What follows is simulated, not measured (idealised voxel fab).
The following is a process module called voxel self aligned contacts.
It is cross-section cut that appears here, measuring 270 nm in width, its square cells being 5 nm in size.
We lay out every cross-section as a grid of square cells and spell it out in bands from the top down, where one band means one or more rows of cells. Within each band entry, the heights of the top and of the bottom of the band appear first, in that order and in nm; the materials of the band then follow from left to right, each with its corresponding width in nm. The designation "all across" on a single material indicates that it fills the band from edge to edge; the designation "blank" indicates empty space. We count height from 0. Below that, the starting wafer is all one material. The lowest band never ends at the bottom but goes on down; see "from 0 down" for how that is written. A two-number width, for instance "30..40", indicates that the width is equal to the first number in the top row of the band and to the second number in the bottom row, and that it changes by a constant amount per row of cells. "no alterations made" for a step: no cell of the cross-section changed in that step. Entry "Sealed-off cavities" = empty spaces >= 8 cells with no open way to the top; each as width x height at distance, distance from left edge, all nm. On each step's line, the part that comes after the settings is the simulator's own comment on the step. A step's line can hold "overlay nm"; with a mask on that step, the setting says how far right of the planned place the mask lay, while a negative setting says it lay to the left.

-- Planned step list for the process
1) RECEIVE [material Si]
2) CONFORMAL_DEP [material SiO2] [thk nm 5]
3) DIRECTIONAL_DEP [material polySi] [thk nm 25]
4) DIRECTIONAL_DEP [material SiN] [thk nm 25]
5) MASKED_ETCH [tone cover] [mask id GATE] [width nm 30] [pitch nm 70] [etch materials SiN] [depth nm 25] [overlay nm 0]
6) MASKED_ETCH [tone cover] [mask id GATE] [width nm 30] [pitch nm 70] [etch materials polySi] [depth nm 25] [overlay nm 0]
7) CONFORMAL_DEP [material SiN] [thk nm 10]
8) DIRECTIONAL_ETCH [etch materials SiN] [depth nm 10]
9) FILL_DEP [material SiO2] [thk nm 15]
10) CMP [height nm 65]
11) MASKED_ETCH [tone open] [mask id CONTACT] [width nm 50] [pitch nm 70] [etch materials SiO2] [depth nm 65] [overlay nm 0]
12) CONFORMAL_DEP [material TiN] [thk nm 5]
13) FILL_DEP [material W] [thk nm 5]
14) CMP [height nm 65]
15) CONFORMAL_DEP [material SiN] [thk nm 5]

-- Cross-section, incoming material, after step 1
- from 0 down  Si all across
- Sealed-off cavities: none

-- The plan above was carried out on the starting structure above with one mistake, and this cross-section shows the wafer at the end of the module
- from 70 to 65  SiN all across
- from 65 to 55  SiO2 75 nm, TiN 5 nm, W 40 nm, TiN 5 nm, SiO2 20 nm, TiN 5 nm, W 40 nm, TiN 5 nm, SiO2 75 nm
- from 55 to 50  SiO2 75 nm, TiN 20 nm, W 10 nm, TiN 20 nm, SiO2 20 nm, TiN 20 nm, W 10 nm, TiN 20 nm, SiO2 75 nm
- from 50 to 25  SiO2 40 nm, SiN 50 nm, TiN 5 nm, W 10 nm, TiN 5 nm, SiN 50 nm, TiN 5 nm, W 10 nm, TiN 5 nm, SiN 50 nm, SiO2 40 nm
- from 25 to 5  SiO2 40 nm, SiN 10 nm, polySi 30 nm, SiN 10 nm, TiN 5 nm, W 10 nm, TiN 5 nm, SiN 10 nm, polySi 30 nm, SiN 10 nm, TiN 5 nm, W 10 nm, TiN 5 nm, SiN 10 nm, polySi 30 nm, SiN 10 nm, SiO2 40 nm
- from 5 to 0  SiO2 40 nm, SiN 10 nm, polySi 30 nm, SiN 10 nm, TiN 20 nm, SiN 10 nm, polySi 30 nm, SiN 10 nm, TiN 20 nm, SiN 10 nm, polySi 30 nm, SiN 10 nm, SiO2 40 nm
- from 0 down  Si all across
- Sealed-off cavities: none
It is concluded that the wafer was processed incorrectly with respect to the plan, in that plan step 2: skipped, not run
